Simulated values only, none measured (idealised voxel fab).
Process module name: voxel tone inversion
For reference, the cross-section in this document is cut, with width 255 nm and square cells of 5 nm.
Format of a cross-section: grid, square cells. Given as bands. Order: top down. Band: one or more rows of cells. Band entry format. Leading values: height of top, height of bottom, nm. Remainder: materials in left-to-right order, each with its width in nm. Special words: "all across" on a single material, which then fills the band edge to edge; "air", empty space. Heights are expressed relative to 0, this being the level below which the as-received wafer comprises one material exclusively. The lowest band is unbounded in the downward direction and is denoted as in "0 -> down". The expression "30 to 40" gives the width at the extremes of the band, the first number at its top row of cells and the second at its bottom row, with the width changing by equal amounts from each row to the next in between. A step reported as "remained unchanged" is a step in which no cell of the cross-section changed. Heads up: "Tabulated closed voids" only lists the empty pockets with no open path to the top that are 8 cells or more, and it writes them as width x height at distance, distance from the left edge, in nm. Anything after a step's settings on that line? It's the simulator's own note about the step. Steps that use a mask can have "overlay nm" on their line. It says how far the mask sat to the right of where it was meant to be. Negative means to the left. From here on the document is pairs. In a pair, the cross-section before one process step comes with the cross-section after it, and the latter goes no deeper than the lowest band that changed. What lies in between, the step and its settings, is written under the pair. A pair may be from a different run of this module on the same starting wafer than the pair above it, so it continues from that pair only where its entry headed "Pre-process cross-section" says so.
Pre-process cross-section:
* 0 -> down | Si all across
* Tabulated closed voids: none
Post-Step Appearance:
* 5 -> 0 | SiN all across
* Nothing below the height 0 has changed.
* Tabulated closed voids: none
Step between the cross-sections above: CONFORMAL_DEP (material SiN; thk nm 5)
Pre-process cross-section: look at the pair above, its after cross-section is where this step starts.
Post-Step Appearance:
* 25 -> 5 | polySi all across
* Nothing below the height 5 has changed.
* Tabulated closed voids: none
Step between the cross-sections above: DIRECTIONAL_DEP (material polySi; thk nm 20)
Pre-process cross-section: look at the pair above, its after cross-section is where this step starts.
Post-Step Appearance:
* 55 -> 25 | air (55) | resist (20) | air (20) | resist (20) | air (20) | resist (20) | air (20) | resist (20) | air (60)
* Nothing below the height 25 has changed.
* Tabulated closed voids: none
Step between the cross-sections above: PATTERN (tone cover; mask id POSTS; material resist; width nm 20; pitch nm 40; thk nm 30; overlay nm 0)
Pre-process cross-section: look at the pair above, its after cross-section is where this step starts.
Post-Step Appearance:
* 55 -> 25 | air (55) | resist (20) | air (20) | resist (20) | air (20) | resist (20) | air (20) | resist (20) | air (60)
* 25 -> 5 | air (55) | polySi (20) | air (20) | polySi (20) | air (20) | polySi (20) | air (20) | polySi (20) | air (60)
* Nothing below the height 5 has changed.
* Tabulated closed voids: none
Step between the cross-sections above: DIRECTIONAL_ETCH (etch materials polySi; depth nm 20)
Pre-process cross-section: look at the pair above, its after cross-section is where this step starts.
Post-Step Appearance:
* 25 -> 5 | air (55) | polySi (20) | air (20) | polySi (20) | air (20) | polySi (20) | air (20) | polySi (20) | air (60)
* Nothing below the height 5 has changed.
* Tabulated closed voids: none
Step between the cross-sections above: STRIP (etch materials resist)
Pre-process cross-section: look at the pair above, its after cross-section is where this step starts.
Post-Step Appearance:
* 30 -> 25 | lowk all across
* 25 -> 5 | lowk (55) | polySi (20) | lowk (20) | polySi (20) | lowk (20) | polySi (20) | lowk (20) | polySi (20) | lowk (60)
* Nothing below the height 5 has changed.
* Tabulated closed voids: none
Step between the cross-sections above: FILL_DEP (material lowk; thk nm 5)
Pre-process cross-section: look at the pair above, its after cross-section is where this step starts.
Post-Step Appearance:
* 25 -> 5 | lowk (55) | polySi (20) | lowk (20) | polySi (20) | lowk (20) | polySi (20) | lowk (20) | polySi (20) | lowk (60)
* Nothing below the height 5 has changed.
* Tabulated closed voids: none
Step between the cross-sections above: CMP (height nm 25)
Pre-process cross-section: look at the pair above, its after cross-section is where this step starts.
Post-Step Appearance:
* 25 -> 5 | lowk (55) | air (20) | lowk (20) | air (20) | lowk (20) | air (20) | lowk (20) | air (20) | lowk (60)
* Nothing below the height 5 has changed.
* Tabulated closed voids: none
Step between the cross-sections above: STRIP (etch materials polySi)
Pre-process cross-section: look at the pair above, its after cross-section is where this step starts.
Post-Step Appearance:
* 30 -> 25 | TiN (60) | air (10) | TiN (30) | air (10) | TiN (30) | air (10) | TiN (30) | air (10) | TiN (65)
* 25 -> 10 | lowk (55) | TiN (5) | air (10) | TiN (5) | lowk (20) | TiN (5) | air (10) | TiN (5) | lowk (20) | TiN (5) | air (10) | TiN (5) | lowk (20) | TiN (5) | air (10) | TiN (5) | lowk (60)
* 10 -> 5 | lowk (55) | TiN (20) | lowk (20) | TiN (20) | lowk (20) | TiN (20) | lowk (20) | TiN (20) | lowk (60)
* Nothing below the height 5 has changed.
* Tabulated closed voids: none
Step between the cross-sections above: CONFORMAL_DEP (material TiN; thk nm 5)
Pre-process cross-section: look at the pair above, its after cross-section is where this step starts.
Post-Step Appearance:
* 35 -> 30 | Cu all across
* 30 -> 25 | TiN (60) | Cu (10) | TiN (30) | Cu (10) | TiN (30) | Cu (10) | TiN (30) | Cu (10) | TiN (65)
* 25 -> 10 | lowk (55) | TiN (5) | Cu (10) | TiN (5) | lowk (20) | TiN (5) | Cu (10) | TiN (5) | lowk (20) | TiN (5) | Cu (10) | TiN (5) | lowk (20) | TiN (5) | Cu (10) | TiN (5) | lowk (60)
* Nothing below the height 10 has changed.
* Tabulated closed voids: none
Step between the cross-sections above: FILL_DEP (material Cu; thk nm 5)
Pre-process cross-section: look at the pair above, its after cross-section is where this step starts.
Post-Step Appearance:
* 25 -> 10 | lowk (55) | TiN (5) | Cu (10) | TiN (5) | lowk (20) | TiN (5) | Cu (10) | TiN (5) | lowk (20) | TiN (5) | Cu (10) | TiN (5) | lowk (20) | TiN (5) | Cu (10) | TiN (5) | lowk (60)
* Nothing below the height 10 has changed.
* Tabulated closed voids: none
Step between the cross-sections above: CMP (height nm 25)
Pre-process cross-section: look at the pair above, its after cross-section is where this step starts.
Post-Step Appearance:
* 30 -> 25 | SiN all across
* Nothing below the height 25 has changed.
* Tabulated closed voids: none
Step between the cross-sections above: CONFORMAL_DEP (material SiN; thk nm 5)
Pre-process cross-section:
* 0 -> down | Si all across
* Tabulated closed voids: none
Post-Step Appearance:
* 20 -> 0 | polySi all across
* Nothing below the height 0 has changed.
* Tabulated closed voids: none
Step between the cross-sections above: DIRECTIONAL_DEP (material polySi; thk nm 20)
Pre-process cross-section: look at the pair above, its after cross-section is where this step starts.
Post-Step Appearance:
* 50 -> 20 | air (55) | resist (20) | air (20) | resist (20) | air (20) | resist (20) | air (20) | resist (20) | air (60)
* Nothing below the height 20 has changed.
* Tabulated closed voids: none
Step between the cross-sections above: PATTERN (tone cover; mask id POSTS; material resist; width nm 20; pitch nm 40; thk nm 30; overlay nm 0)
Pre-process cross-section: look at the pair above, its after cross-section is where this step starts.
Post-Step Appearance:
* 50 -> 20 | air (55) | resist (20) | air (20) | resist (20) | air (20) | resist (20) | air (20) | resist (20) | air (60)
* 20 -> 0 | air (55) | polySi (20) | air (20) | polySi (20) | air (20) | polySi (20) | air (20) | polySi (20) | air (60)
* Nothing below the height 0 has changed.
* Tabulated closed voids: none
Step between the cross-sections above: DIRECTIONAL_ETCH (etch materials polySi; depth nm 20)
Pre-process cross-section: look at the pair above, its after cross-section is where this step starts.
Post-Step Appearance:
* 20 -> 0 | air (55) | polySi (20) | air (20) | polySi (20) | air (20) | polySi (20) | air (20) | polySi (20) | air (60)
* Nothing below the height 0 has changed.
* Tabulated closed voids: none
Step between the cross-sections above: STRIP (etch materials resist)
Pre-process cross-section: look at the pair above, its after cross-section is where this step starts.
Post-Step Appearance:
* 25 -> 20 | lowk all across
* 20 -> 0 | lowk (55) | polySi (20) | lowk (20) | polySi (20) | lowk (20) | polySi (20) | lowk (20) | polySi (20) | lowk (60)
* Nothing below the height 0 has changed.
* Tabulated closed voids: none
Step between the cross-sections above: FILL_DEP (material lowk; thk nm 5)
Pre-process cross-section: look at the pair above, its after cross-section is where this step starts.
Post-Step Appearance:
* 30 -> 25 | TiN all across
* Nothing below the height 25 has changed.
* Tabulated closed voids: none
Step between the cross-sections above: CONFORMAL_DEP (material TiN; thk nm 5)
Pre-process cross-section: look at the pair above, its after cross-section is where this step starts.
Post-Step Appearance:
* 35 -> 30 | Cu all across
* Nothing below the height 30 has changed.
* Tabulated closed voids: none
Step between the cross-sections above: FILL_DEP (material Cu; thk nm 5)
Pre-process cross-section: look at the pair above, its after cross-section is where this step starts.
Post-Step Appearance:
* 25 -> 20 | lowk all across
* Nothing below the height 20 has changed.
* Tabulated closed voids: none
Step between the cross-sections above: CMP (height nm 25)
Pre-process cross-section: look at the pair above, its after cross-section is where this step starts.
Post-Step Appearance:
* 30 -> 25 | SiN all across
* Nothing below the height 25 has changed.
* Tabulated closed voids: none
Step between the cross-sections above: CONFORMAL_DEP (material SiN; thk nm 5)
Pre-process cross-section:
* 20 -> 0 | polySi all across
* 0 -> down | Si all across
* Tabulated closed voids: none
Post-Step Appearance:
* 25 -> 20 | SiN all across
* Nothing below the height 20 has changed.
* Tabulated closed voids: none
Step between the cross-sections above: CONFORMAL_DEP (material SiN; thk nm 5)
Pre-process cross-section: look at the pair above, its after cross-section is where this step starts.
Post-Step Appearance:
* 55 -> 25 | air (55) | resist (20) | air (20) | resist (20) | air (20) | resist (20) | air (20) | resist (20) | air (60)
* Nothing below the height 25 has changed.
* Tabulated closed voids: none
Step between the cross-sections above: PATTERN (tone cover; mask id POSTS; material resist; width nm 20; pitch nm 40; thk nm 30; overlay nm 0)
Pre-process cross-section: look at the pair above, its after cross-section is where this step starts.
Post-Step Appearance:
* 25 -> 20 | SiN all across
* Nothing below the height 20 has changed.
* Tabulated closed voids: none
Step between the cross-sections above: STRIP (etch materials resist)
Pre-process cross-section: look at the pair above, its after cross-section is where this step starts.
Post-Step Appearance:
* 30 -> 25 | lowk all across
* Nothing below the height 25 has changed.
* Tabulated closed voids: none
Step between the cross-sections above: FILL_DEP (material lowk; thk nm 5)
Pre-process cross-section: look at the pair above, its after cross-section is where this step starts.
Post-Step Appearance:
* 25 -> 20 | SiN all across
* Nothing below the height 20 has changed.
* Tabulated closed voids: none
Step between the cross-sections above: CMP (height nm 25)
Pre-process cross-section: look at the pair above, its after cross-section is where this step starts.
Post-Step Appearance:
* 30 -> 25 | TiN all across
* Nothing below the height 25 has changed.
* Tabulated closed voids: none
Step between the cross-sections above: CONFORMAL_DEP (material TiN; thk nm 5)
Pre-process cross-section: look at the pair above, its after cross-section is where this step starts.
Post-Step Appearance:
* 35 -> 30 | Cu all across
* Nothing below the height 30 has changed.
* Tabulated closed voids: none
Step between the cross-sections above: FILL_DEP (material Cu; thk nm 5)
Pre-process cross-section: look at the pair above, its after cross-section is where this step starts.
Post-Step Appearance:
* 25 -> 20 | SiN all across
* Nothing below the height 20 has changed.
* Tabulated closed voids: none
Step between the cross-sections above: CMP (height nm 25)
Pre-process cross-section: look at the pair above, its after cross-section is where this step starts.
Post-Step Appearance:
* 30 -> 20 | SiN all across
* Nothing below the height 20 has changed.
* Tabulated closed voids: none
Step between the cross-sections above: CONFORMAL_DEP (material SiN; thk nm 5)
Pre-process cross-section:
* 25 -> 10 | lowk (55) | TiN (5) | Cu (10) | TiN (5) | lowk (20) | TiN (5) | Cu (10) | TiN (5) | lowk (20) | TiN (5) | Cu (10) | TiN (5) | lowk (20) | TiN (5) | Cu (10) | TiN (5) | lowk (60)
* 10 -> 5 | lowk (55) | TiN (20) | lowk (20) | TiN (20) | lowk (20) | TiN (20) | lowk (20) | TiN (20) | lowk (60)
* 5 -> 0 | SiN all across
* 0 -> down | Si all across
* Tabulated closed voids: none
Post-Step Appearance:
* 40 -> 25 | SiN all across
* Nothing below the height 25 has changed.
* Tabulated closed voids: none
Step between the cross-sections above: CONFORMAL_DEP (material SiN; thk nm 15)
Pre-process cross-section:
* 25 -> 5 | polySi all across
* 5 -> 0 | SiN all across
* 0 -> down | Si all across
* Tabulated closed voids: none
Post-Step Appearance:
* 55 -> 25 | air (55) | resist (25) | air (15) | resist (25) | air (15) | resist (25) | air (15) | resist (25) | air (55)
* Nothing below the height 25 has changed.
* Tabulated closed voids: none
Step between the cross-sections above: PATTERN (tone cover; mask id POSTS; material resist; width nm 25; pitch nm 40; thk nm 30; overlay nm 0)
Pre-process cross-section: look at the pair above, its after cross-section is where this step starts.
Post-Step Appearance:
* 55 -> 25 | air (55) | resist (25) | air (15) | resist (25) | air (15) | resist (25) | air (15) | resist (25) | air (55)
* 25 -> 5 | air (55) | polySi (25) | air (15) | polySi (25) | air (15) | polySi (25) | air (15) | polySi (25) | air (55)
* Nothing below the height 5 has changed.
* Tabulated closed voids: none
Step between the cross-sections above: DIRECTIONAL_ETCH (etch materials polySi; depth nm 20)
Pre-process cross-section: look at the pair above, its after cross-section is where this step starts.
Post-Step Appearance:
* 25 -> 5 | air (55) | polySi (25) | air (15) | polySi (25) | air (15) | polySi (25) | air (15) | polySi (25) | air (55)
* Nothing below the height 5 has changed.
* Tabulated closed voids: none
Step between the cross-sections above: STRIP (etch materials resist)
Pre-process cross-section: look at the pair above, its after cross-section is where this step starts.
Post-Step Appearance:
* 30 -> 25 | lowk all across
* 25 -> 5 | lowk (55) | polySi (25) | lowk (15) | polySi (25) | lowk (15) | polySi (25) | lowk (15) | polySi (25) | lowk (55)
* Nothing below the height 5 has changed.
* Tabulated closed voids: none
Step between the cross-sections above: FILL_DEP (material lowk; thk nm 5)
Pre-process cross-section: look at the pair above, its after cross-section is where this step starts.
Post-Step Appearance:
* 25 -> 5 | lowk (55) | polySi (25) | lowk (15) | polySi (25) | lowk (15) | polySi (25) | lowk (15) | polySi (25) | lowk (55)
* Nothing below the height 5 has changed.
* Tabulated closed voids: none
Step between the cross-sections above: CMP (height nm 25)
Pre-process cross-section: look at the pair above, its after cross-section is where this step starts.
Post-Step Appearance:
* 25 -> 5 | lowk (55) | air (25) | lowk (15) | air (25) | lowk (15) | air (25) | lowk (15) | air (25) | lowk (55)
* Nothing below the height 5 has changed.
* Tabulated closed voids: none
Step between the cross-sections above: STRIP (etch materials polySi)
Pre-process cross-section: look at the pair above, its after cross-section is where this step starts.
Post-Step Appearance:
* 30 -> 25 | TiN (60) | air (15) | TiN (25) | air (15) | TiN (25) | air (15) | TiN (25) | air (15) | TiN (60)
* 25 -> 10 | lowk (55) | TiN (5) | air (15) | TiN (5) | lowk (15) | TiN (5) | air (15) | TiN (5) | lowk (15) | TiN (5) | air (15) | TiN (5) | lowk (15) | TiN (5) | air (15) | TiN (5) | lowk (55)
* 10 -> 5 | lowk (55) | TiN (25) | lowk (15) | TiN (25) | lowk (15) | TiN (25) | lowk (15) | TiN (25) | lowk (55)
* Nothing below the height 5 has changed.
* Tabulated closed voids: none
Step between the cross-sections above: CONFORMAL_DEP (material TiN; thk nm 5)
Pre-process cross-section: look at the pair above, its after cross-section is where this step starts.
Post-Step Appearance:
* 35 -> 30 | Cu all across
* 30 -> 25 | TiN (60) | Cu (15) | TiN (25) | Cu (15) | TiN (25) | Cu (15) | TiN (25) | Cu (15) | TiN (60)
* 25 -> 10 | lowk (55) | TiN (5) | Cu (15) | TiN (5) | lowk (15) | TiN (5) | Cu (15) | TiN (5) | lowk (15) | TiN (5) | Cu (15) | TiN (5) | lowk (15) | TiN (5) | Cu (15) | TiN (5) | lowk (55)
* Nothing below the height 10 has changed.
* Tabulated closed voids: none
Step between the cross-sections above: FILL_DEP (material Cu; thk nm 5)
Pre-process cross-section: look at the pair above, its after cross-section is where this step starts.
Post-Step Appearance:
* 25 -> 10 | lowk (55) | TiN (5) | Cu (15) | TiN (5) | lowk (15) | TiN (5) | Cu (15) | TiN (5) | lowk (15) | TiN (5) | Cu (15) | TiN (5) | lowk (15) | TiN (5) | Cu (15) | TiN (5) | lowk (55)
* Nothing below the height 10 has changed.
* Tabulated closed voids: none
Step between the cross-sections above: CMP (height nm 25)
Pre-process cross-section: look at the pair above, its after cross-section is where this step starts.
Post-Step Appearance:
* 30 -> 25 | SiN all across
* Nothing below the height 25 has changed.
* Tabulated closed voids: none
Step between the cross-sections above: CONFORMAL_DEP (material SiN; thk nm 5)
Pre-process cross-section:
* 25 -> 5 | polySi all across
* 5 -> 0 | SiN all across
* 0 -> down | Si all across
* Tabulated closed voids: none
Post-Step Appearance:
* 55 -> 25 | air (45) | resist (20) | air (20) | resist (20) | air (20) | resist (20) | air (20) | resist (20) | air (70)
* Nothing below the height 25 has changed.
* Tabulated closed voids: none
Step between the cross-sections above: PATTERN (tone cover; mask id POSTS; material resist; width nm 20; pitch nm 40; thk nm 30; overlay nm -10)
Pre-process cross-section: look at the pair above, its after cross-section is where this step starts.
Post-Step Appearance:
* 55 -> 25 | air (45) | resist (20) | air (20) | resist (20) | air (20) | resist (20) | air (20) | resist (20) | air (70)
* 25 -> 5 | air (45) | polySi (20) | air (20) | polySi (20) | air (20) | polySi (20) | air (20) | polySi (20) | air (70)
* Nothing below the height 5 has changed.
* Tabulated closed voids: none
Step between the cross-sections above: DIRECTIONAL_ETCH (etch materials polySi; depth nm 20)
Pre-process cross-section: look at the pair above, its after cross-section is where this step starts.
Post-Step Appearance:
* 25 -> 5 | air (45) | polySi (20) | air (20) | polySi (20) | air (20) | polySi (20) | air (20) | polySi (20) | air (70)
* Nothing below the height 5 has changed.
* Tabulated closed voids: none
Step between the cross-sections above: STRIP (etch materials resist)
Pre-process cross-section: look at the pair above, its after cross-section is where this step starts.
Post-Step Appearance:
* 30 -> 25 | lowk all across
* 25 -> 5 | lowk (45) | polySi (20) | lowk (20) | polySi (20) | lowk (20) | polySi (20) | lowk (20) | polySi (20) | lowk (70)
* Nothing below the height 5 has changed.
* Tabulated closed voids: none
Step between the cross-sections above: FILL_DEP (material lowk; thk nm 5)
Pre-process cross-section: look at the pair above, its after cross-section is where this step starts.
Post-Step Appearance:
* 25 -> 5 | lowk (45) | polySi (20) | lowk (20) | polySi (20) | lowk (20) | polySi (20) | lowk (20) | polySi (20) | lowk (70)
* Nothing below the height 5 has changed.
* Tabulated closed voids: none
Step between the cross-sections above: CMP (height nm 25)
Pre-process cross-section: look at the pair above, its after cross-section is where this step starts.
Post-Step Appearance:
* 25 -> 5 | lowk (45) | air (20) | lowk (20) | air (20) | lowk (20) | air (20) | lowk (20) | air (20) | lowk (70)
* Nothing below the height 5 has changed.
* Tabulated closed voids: none
Step between the cross-sections above: STRIP (etch materials polySi)
Pre-process cross-section: look at the pair above, its after cross-section is where this step starts.
Post-Step Appearance:
* 30 -> 25 | TiN (50) | air (10) | TiN (30) | air (10) | TiN (30) | air (10) | TiN (30) | air (10) | TiN (75)
* 25 -> 10 | lowk (45) | TiN (5) | air (10) | TiN (5) | lowk (20) | TiN (5) | air (10) | TiN (5) | lowk (20) | TiN (5) | air (10) | TiN (5) | lowk (20) | TiN (5) | air (10) | TiN (5) | lowk (70)
* 10 -> 5 | lowk (45) | TiN (20) | lowk (20) | TiN (20) | lowk (20) | TiN (20) | lowk (20) | TiN (20) | lowk (70)
* Nothing below the height 5 has changed.
* Tabulated closed voids: none
Step between the cross-sections above: CONFORMAL_DEP (material TiN; thk nm 5)
Pre-process cross-section: look at the pair above, its after cross-section is where this step starts.
Post-Step Appearance:
* 35 -> 30 | Cu all across
* 30 -> 25 | TiN (50) | Cu (10) | TiN (30) | Cu (10) | TiN (30) | Cu (10) | TiN (30) | Cu (10) | TiN (75)
* 25 -> 10 | lowk (45) | TiN (5) | Cu (10) | TiN (5) | lowk (20) | TiN (5) | Cu (10) | TiN (5) | lowk (20) | TiN (5) | Cu (10) | TiN (5) | lowk (20) | TiN (5) | Cu (10) | TiN (5) | lowk (70)
* Nothing below the height 10 has changed.
* Tabulated closed voids: none
Step between the cross-sections above: FILL_DEP (material Cu; thk nm 5)
Pre-process cross-section: look at the pair above, its after cross-section is where this step starts.
Post-Step Appearance:
* 25 -> 10 | lowk (45) | TiN (5) | Cu (10) | TiN (5) | lowk (20) | TiN (5) | Cu (10) | TiN (5) | lowk (20) | TiN (5) | Cu (10) | TiN (5) | lowk (20) | TiN (5) | Cu (10) | TiN (5) | lowk (70)
* Nothing below the height 10 has changed.
* Tabulated closed voids: none
Step between the cross-sections above: CMP (height nm 25)
Pre-process cross-section: look at the pair above, its after cross-section is where this step starts.
Post-Step Appearance:
* 30 -> 25 | SiN all across
* Nothing below the height 25 has changed.
* Tabulated closed voids: none
Step between the cross-sections above: CONFORMAL_DEP (material SiN; thk nm 5)
Pre-process cross-section:
* 25 -> 10 | lowk (55) | TiN (5) | Cu (10) | TiN (5) | lowk (20) | TiN (5) | Cu (10) | TiN (5) | lowk (20) | TiN (5) | Cu (10) | TiN (5) | lowk (20) | TiN (5) | Cu (10) | TiN (5) | lowk (60)
* 10 -> 5 | lowk (55) | TiN (20) | lowk (20) | TiN (20) | lowk (20) | TiN (20) | lowk (20) | TiN (20) | lowk (60)
* 5 -> 0 | SiN all across
* 0 -> down | Si all across
* Tabulated closed voids: none
Post-Step Appearance:
* 30 -> 25 | polySi all across
* Nothing below the height 25 has changed.
* Tabulated closed voids: none
Step between the cross-sections above: CONFORMAL_DEP (material polySi; thk nm 5)
Pre-process cross-section:
* 25 -> 5 | polySi all across
* 5 -> 0 | SiN all across
* 0 -> down | Si all across
* Tabulated closed voids: none
Post-Step Appearance:
* 55 -> 25 | resist (55) | air (20) | resist (20) | air (20) | resist (20) | air (20) | resist (20) | air (20) | resist (60)
* Nothing below the height 25 has changed.
* Tabulated closed voids: none
Step between the cross-sections above: PATTERN (tone open; mask id POSTS; material resist; width nm 20; pitch nm 40; thk nm 30; overlay nm 0)
Pre-process cross-section: look at the pair above, its after cross-section is where this step starts.
Post-Step Appearance:
* 55 -> 25 | resist (55) | air (20) | resist (20) | air (20) | resist (20) | air (20) | resist (20) | air (20) | resist (60)
* 25 -> 5 | polySi (55) | air (20) | polySi (20) | air (20) | polySi (20) | air (20) | polySi (20) | air (20) | polySi (60)
* Nothing below the height 5 has changed.
* Tabulated closed voids: none
Step between the cross-sections above: DIRECTIONAL_ETCH (etch materials polySi; depth nm 20)
Pre-process cross-section: look at the pair above, its after cross-section is where this step starts.
Post-Step Appearance:
* 25 -> 5 | polySi (55) | air (20) | polySi (20) | air (20) | polySi (20) | air (20) | polySi (20) | air (20) | polySi (60)
* Nothing below the height 5 has changed.
* Tabulated closed voids: none
Step between the cross-sections above: STRIP (etch materials resist)
Pre-process cross-section: look at the pair above, its after cross-section is where this step starts.
Post-Step Appearance:
* 30 -> 25 | lowk all across
* 25 -> 5 | polySi (55) | lowk (20) | polySi (20) | lowk (20) | polySi (20) | lowk (20) | polySi (20) | lowk (20) | polySi (60)
* Nothing below the height 5 has changed.
* Tabulated closed voids: none
Step between the cross-sections above: FILL_DEP (material lowk; thk nm 5)
Pre-process cross-section: look at the pair above, its after cross-section is where this step starts.
Post-Step Appearance:
* 25 -> 5 | polySi (55) | lowk (20) | polySi (20) | lowk (20) | polySi (20) | lowk (20) | polySi (20) | lowk (20) | polySi (60)
* Nothing below the height 5 has changed.
* Tabulated closed voids: none
Step between the cross-sections above: CMP (height nm 25)
Pre-process cross-section: look at the pair above, its after cross-section is where this step starts.
Post-Step Appearance:
* 25 -> 5 | air (55) | lowk (20) | air (20) | lowk (20) | air (20) | lowk (20) | air (20) | lowk (20) | air (60)
* Nothing below the height 5 has changed.
* Tabulated closed voids: none
Step between the cross-sections above: STRIP (etch materials polySi)
Pre-process cross-section: look at the pair above, its after cross-section is where this step starts.
Post-Step Appearance:
* 30 -> 25 | air (50) | TiN (30) | air (10) | TiN (30) | air (10) | TiN (30) | air (10) | TiN (30) | air (55)
* 25 -> 10 | air (50) | TiN (5) | lowk (20) | TiN (5) | air (10) | TiN (5) | lowk (20) | TiN (5) | air (10) | TiN (5) | lowk (20) | TiN (5) | air (10) | TiN (5) | lowk (20) | TiN (5) | air (55)
* 10 -> 5 | TiN (55) | lowk (20) | TiN (20) | lowk (20) | TiN (20) | lowk (20) | TiN (20) | lowk (20) | TiN (60)
* Nothing below the height 5 has changed.
* Tabulated closed voids: none
Step between the cross-sections above: CONFORMAL_DEP (material TiN; thk nm 5)
Pre-process cross-section: look at the pair above, its after cross-section is where this step starts.
Post-Step Appearance:
* 35 -> 30 | Cu all across
* 30 -> 25 | Cu (50) | TiN (30) | Cu (10) | TiN (30) | Cu (10) | TiN (30) | Cu (10) | TiN (30) | Cu (55)
* 25 -> 10 | Cu (50) | TiN (5) | lowk (20) | TiN (5) | Cu (10) | TiN (5) | lowk (20) | TiN (5) | Cu (10) | TiN (5) | lowk (20) | TiN (5) | Cu (10) | TiN (5) | lowk (20) | TiN (5) | Cu (55)
* Nothing below the height 10 has changed.
* Tabulated closed voids: none
Step between the cross-sections above: FILL_DEP (material Cu; thk nm 5)
Pre-process cross-section: look at the pair above, its after cross-section is where this step starts.
Post-Step Appearance:
* 25 -> 10 | Cu (50) | TiN (5) | lowk (20) | TiN (5) | Cu (10) | TiN (5) | lowk (20) | TiN (5) | Cu (10) | TiN (5) | lowk (20) | TiN (5) | Cu (10) | TiN (5) | lowk (20) | TiN (5) | Cu (55)
* Nothing below the height 10 has changed.
* Tabulated closed voids: none
Step between the cross-sections above: CMP (height nm 25)
Pre-process cross-section: look at the pair above, its after cross-section is where this step starts.
Post-Step Appearance:
* 30 -> 25 | SiN all across
* Nothing below the height 25 has changed.
* Tabulated closed voids: none
Step between the cross-sections above: CONFORMAL_DEP (material SiN; thk nm 5)
